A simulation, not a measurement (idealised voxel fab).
The following is a process module called voxel spacer lines.
FYI the section here is cut, 225 nm wide, cells are 5 nm squares.
A cross-section is a grid of square cells, given in bands from the top down. A band is one or more rows of cells. A band entry consists of two parts. The first gives the height of the band's top and the height of its bottom, in nm. The rest lists the band's materials from left to right, each with its width in nm. A single material labelled with the word "all across" fills the band from edge to edge, and the word "blank" marks empty space. Heights are reckoned from 0. Under this level, the received wafer is all of one material. The bottommost band is open-ended downward, for example "z 0 and below". Think of "30 to 40" as a width that walks from the first number to the second as you go down the band, top row to bottom row, taking equal-sized steps from row to row. The designation "remained unchanged", where it is given for a processing step, indicates that no cell of the cross-section was altered in the course of that step. In the "Closed void inventory" entry, you get each enclosed empty space of 8 cells or more, one with no open way to the top, written width x height at distance, distance from the left edge, in nm. That trailing text on a step's line, after the settings, is the simulator's own remark on the step. A step's line can hold "overlay nm"; with a mask on that step, the setting says how far right of the planned place the mask lay, while a negative setting says it lay to the left.

# Planned step list for the process
step 1: RECEIVE,material Si
step 2: CONFORMAL_DEP,material Al2O3,thk nm 5
step 3: DIRECTIONAL_DEP,material polySi,thk nm 20
step 4: DIRECTIONAL_DEP,material aC,thk nm 20
step 5: PATTERN,tone cover,mask id MANDREL,material resist,width nm 20,pitch nm 70,thk nm 25,overlay nm 0
step 6: DIRECTIONAL_ETCH,etch materials aC,depth nm 20
step 7: STRIP,etch materials resist
step 8: CONFORMAL_DEP,material SiN,thk nm 15
step 9: DIRECTIONAL_ETCH,etch materials SiN,depth nm 15
step 10: STRIP,etch materials aC
step 11: DIRECTIONAL_ETCH,etch materials polySi,depth nm 20
step 12: STRIP,etch materials SiN

# Account of the first of two wafers, which was processed as intended

# So this is the incoming wafer in cross-section - it's already been through step 1
* z 0 and below: Si all across
* Closed void inventory: none

# Wafer section view after processing step 2
* z 5 to 0: Al2O3 all across
* Whatever lies below 0 is exactly as it was before.

# Wafer section view after processing step 3
* z 25 to 5: polySi all across
* Whatever lies below 5 is exactly as it was before.

# Wafer section view after processing step 4
* z 45 to 25: aC all across
* Whatever lies below 25 is exactly as it was before.

# Wafer section view after processing step 5
* z 70 to 45: 30 blank; 20 resist; 50 blank; 20 resist; 50 blank; 20 resist; 35 blank
* Whatever lies below 45 is exactly as it was before.

# Wafer section view after processing step 6
* z 50 to 45: 30 blank; 20 resist; 50 blank; 20 resist; 50 blank; 20 resist; 35 blank
* z 45 to 25: 30 blank; 20 aC; 50 blank; 20 aC; 50 blank; 20 aC; 35 blank
* Whatever lies below 25 is exactly as it was before.

# Wafer section view after processing step 7
* z 45 to 25: 30 blank; 20 aC; 50 blank; 20 aC; 50 blank; 20 aC; 35 blank
* Whatever lies below 25 is exactly as it was before.

# Wafer section view after processing step 8
* z 60 to 45: 15 blank; 50 SiN; 20 blank; 50 SiN; 20 blank; 50 SiN; 20 blank
* z 45 to 40: 15 blank; 15 SiN; 20 aC; 15 SiN; 20 blank; 15 SiN; 20 aC; 15 SiN; 20 blank; 15 SiN; 20 aC; 15 SiN; 20 blank
* z 40 to 25: 30 SiN; 20 aC; 50 SiN; 20 aC; 50 SiN; 20 aC; 35 SiN
* Whatever lies below 25 is exactly as it was before.

# Wafer section view after processing step 9
* z 45 to 25: 15 blank; 15 SiN; 20 aC; 15 SiN; 20 blank; 15 SiN; 20 aC; 15 SiN; 20 blank; 15 SiN; 20 aC; 15 SiN; 20 blank
* Whatever lies below 25 is exactly as it was before.

# Wafer section view after processing step 10
* z 45 to 25: 15 blank; 15 SiN; 20 blank; 15 SiN; 20 blank; 15 SiN; 20 blank; 15 SiN; 20 blank; 15 SiN; 20 blank; 15 SiN; 20 blank
* Whatever lies below 25 is exactly as it was before.

# Wafer section view after processing step 11
* z 45 to 25: 15 blank; 15 SiN; 20 blank; 15 SiN; 20 blank; 15 SiN; 20 blank; 15 SiN; 20 blank; 15 SiN; 20 blank; 15 SiN; 20 blank
* z 25 to 5: 15 blank; 15 polySi; 20 blank; 15 polySi; 20 blank; 15 polySi; 20 blank; 15 polySi; 20 blank; 15 polySi; 20 blank; 15 polySi; 20 blank
* Whatever lies below 5 is exactly as it was before.

# Wafer section view after processing step 12
* z 25 to 5: 15 blank; 15 polySi; 20 blank; 15 polySi; 20 blank; 15 polySi; 20 blank; 15 polySi; 20 blank; 15 polySi; 20 blank; 15 polySi; 20 blank
* Whatever lies below 5 is exactly as it was before.

# Wafer two of the pair: same origin, same plan, one error during the run; identical to wafer one up to and including step 1

Planned end of step 2: second wafer, cross-section: remained unchanged

# Planned end of step 3: second wafer, cross-section
* z 20 to 0: polySi all across
* Whatever lies below 0 is exactly as it was before.

# Planned end of step 4: second wafer, cross-section
* z 40 to 20: aC all across
* Whatever lies below 20 is exactly as it was before.

# Planned end of step 5: second wafer, cross-section
* z 65 to 40: 30 blank; 20 resist; 50 blank; 20 resist; 50 blank; 20 resist; 35 blank
* Whatever lies below 40 is exactly as it was before.

# Planned end of step 6: second wafer, cross-section
* z 45 to 40: 30 blank; 20 resist; 50 blank; 20 resist; 50 blank; 20 resist; 35 blank
* z 40 to 20: 30 blank; 20 aC; 50 blank; 20 aC; 50 blank; 20 aC; 35 blank
* Whatever lies below 20 is exactly as it was before.

# Planned end of step 7: second wafer, cross-section
* z 40 to 20: 30 blank; 20 aC; 50 blank; 20 aC; 50 blank; 20 aC; 35 blank
* Whatever lies below 20 is exactly as it was before.

# Planned end of step 8: second wafer, cross-section
* z 55 to 40: 15 blank; 50 SiN; 20 blank; 50 SiN; 20 blank; 50 SiN; 20 blank
* z 40 to 35: 15 blank; 15 SiN; 20 aC; 15 SiN; 20 blank; 15 SiN; 20 aC; 15 SiN; 20 blank; 15 SiN; 20 aC; 15 SiN; 20 blank
* z 35 to 20: 30 SiN; 20 aC; 50 SiN; 20 aC; 50 SiN; 20 aC; 35 SiN
* Whatever lies below 20 is exactly as it was before.

# Planned end of step 9: second wafer, cross-section
* z 40 to 20: 15 blank; 15 SiN; 20 aC; 15 SiN; 20 blank; 15 SiN; 20 aC; 15 SiN; 20 blank; 15 SiN; 20 aC; 15 SiN; 20 blank
* Whatever lies below 20 is exactly as it was before.

# Planned end of step 10: second wafer, cross-section
* z 40 to 20: 15 blank; 15 SiN; 20 blank; 15 SiN; 20 blank; 15 SiN; 20 blank; 15 SiN; 20 blank; 15 SiN; 20 blank; 15 SiN; 20 blank
* Whatever lies below 20 is exactly as it was before.

# Planned end of step 11: second wafer, cross-section
* z 40 to 20: 15 blank; 15 SiN; 20 blank; 15 SiN; 20 blank; 15 SiN; 20 blank; 15 SiN; 20 blank; 15 SiN; 20 blank; 15 SiN; 20 blank
* z 20 to 0: 15 blank; 15 polySi; 20 blank; 15 polySi; 20 blank; 15 polySi; 20 blank; 15 polySi; 20 blank; 15 polySi; 20 blank; 15 polySi; 20 blank
* Whatever lies below 0 is exactly as it was before.

# Planned end of step 12: second wafer, cross-section
* z 20 to 0: 15 blank; 15 polySi; 20 blank; 15 polySi; 20 blank; 15 polySi; 20 blank; 15 polySi; 20 blank; 15 polySi; 20 blank; 15 polySi; 20 blank
* Whatever lies below 0 is exactly as it was before.
Finding, execution versus plan: the plan's step 2 went unexecuted, having been skipped
Final comparison by cell count, materials where the second wafer has more or fewer than the first: 45 fewer of Al2O3
